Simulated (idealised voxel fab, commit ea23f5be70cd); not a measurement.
process module | voxel capacitor over wiring
cross-section cut | 200 nm wide | cells 5 nm
A cross-section is a grid of square cells, given in bands from the top down. A band is one or more rows of cells.
Each band's line starts with the height of the band's top and of its bottom, in nm. Then come its materials from left to right, each with its width in nm. One material with "throughout" fills the band from edge to edge. "air" is empty space.
Height 0 is the level under which the wafer as received is all one material. The lowest band goes on downwards, as in "0 down".
A width such as "30 to 40" changes by the same amount from each row of cells to the next, from the band's top row to its bottom row.
"no change" after a step means that no cell of the cross-section changed.
closed voids: empty space of 8 cells or more with no open way to the top, each as width x height at its distance from the left edge, in nm
after a step's settings: what the simulator itself notes on the step
overlay nm, on a step with a mask: how far to the right of its planned place the mask lay; to the left if negative
plan
1 op RECEIVE | material Si
2 op CONFORMAL_DEP | material SiO2 | thk nm 15
3 op DIRECTIONAL_DEP | material TiN | thk nm 5
4 op DIRECTIONAL_DEP | material Ru | thk nm 20
5 op MASKED_ETCH | tone cover | mask id METAL_1 | width nm 20 | pitch nm 90 | etch materials Ru | depth nm 20 | overlay nm 0
6 op MASKED_ETCH | tone cover | mask id METAL_1 | width nm 15 | pitch nm 90 | etch materials TiN | depth nm 5 | overlay nm 0
7 op FILL_DEP | material SiO2 | thk nm 10
8 op CMP | height nm 40
9 op CONFORMAL_DEP | material SiCN | thk nm 5
10 op DIRECTIONAL_DEP | material lowk | thk nm 15
11 op MASKED_ETCH | tone open | mask id PLUG_1 | width nm 15 | etch materials lowk | depth nm 15 | overlay nm 0
12 op MASKED_ETCH | tone open | mask id PLUG_1 | width nm 15 | etch materials SiCN | depth nm 5 | overlay nm 0
13 op EPI | material Ru | thk nm 10
14 op EPI | material Ru | thk nm 10
15 op DIRECTIONAL_DEP | material TiN | thk nm 10
16 op DIRECTIONAL_DEP | material SiN | thk nm 5
17 op DIRECTIONAL_DEP | material TiN | thk nm 10
18 op DIRECTIONAL_DEP | material aC | thk nm 15
19 op PATTERN | tone cover | mask id UPPER_PLATE | material resist | width nm 75 | thk nm 30 | overlay nm 0
20 op DIRECTIONAL_ETCH | etch materials aC | depth nm 15
21 op STRIP | etch materials resist
22 op DIRECTIONAL_ETCH | etch materials TiN | depth nm 10
23 op DIRECTIONAL_ETCH | etch materials SiN | depth nm 5
24 op STRIP | etch materials aC
25 op MASKED_ETCH | tone cover | mask id LOWER_PLATE | width nm 85 | etch materials TiN | depth nm 10 | overlay nm 0
26 op FILL_DEP | material SiO2 | thk nm 20
27 op CMP | height nm 100
28 op PATTERN | tone open | mask id PLUG_2 | material resist | width nm 15 | thk nm 15 | overlay nm 0
29 op DIRECTIONAL_ETCH | etch materials SiO2 | depth nm 15
30 op STRIP | etch materials resist
31 op CONFORMAL_DEP | material TiN | thk nm 5
32 op FILL_DEP | material W | thk nm 10
33 op CMP | height nm 100
34 op CONFORMAL_DEP | material SiCN | thk nm 5
varied across the wafers: width nm of step 6. The plan shows the first wafer's value. All wafers start alike
first wafer as received, after step 1
  0 down: Si throughout
  closed voids: none
each wafer at the end: cells of each material gained (+) or lost (-) since it was received, then its closed voids
width nm 15 | +44 Ru | +77 SiCN | +15 SiN | +512 SiO2 | +79 TiN | +2 W | +111 lowk | closed voids: none
width nm 20 | +44 Ru | +77 SiCN | +15 SiN | +512 SiO2 | +79 TiN | +2 W | +111 lowk | closed voids: none
width nm 25 | +44 Ru | +77 SiCN | +15 SiN | +510 SiO2 | +81 TiN | +2 W | +111 lowk | closed voids: none
width nm 30 | +44 Ru | +77 SiCN | +15 SiN | +508 SiO2 | +83 TiN | +2 W | +111 lowk | closed voids: none
width nm 35 | +44 Ru | +77 SiCN | +15 SiN | +506 SiO2 | +85 TiN | +2 W | +111 lowk | closed voids: none
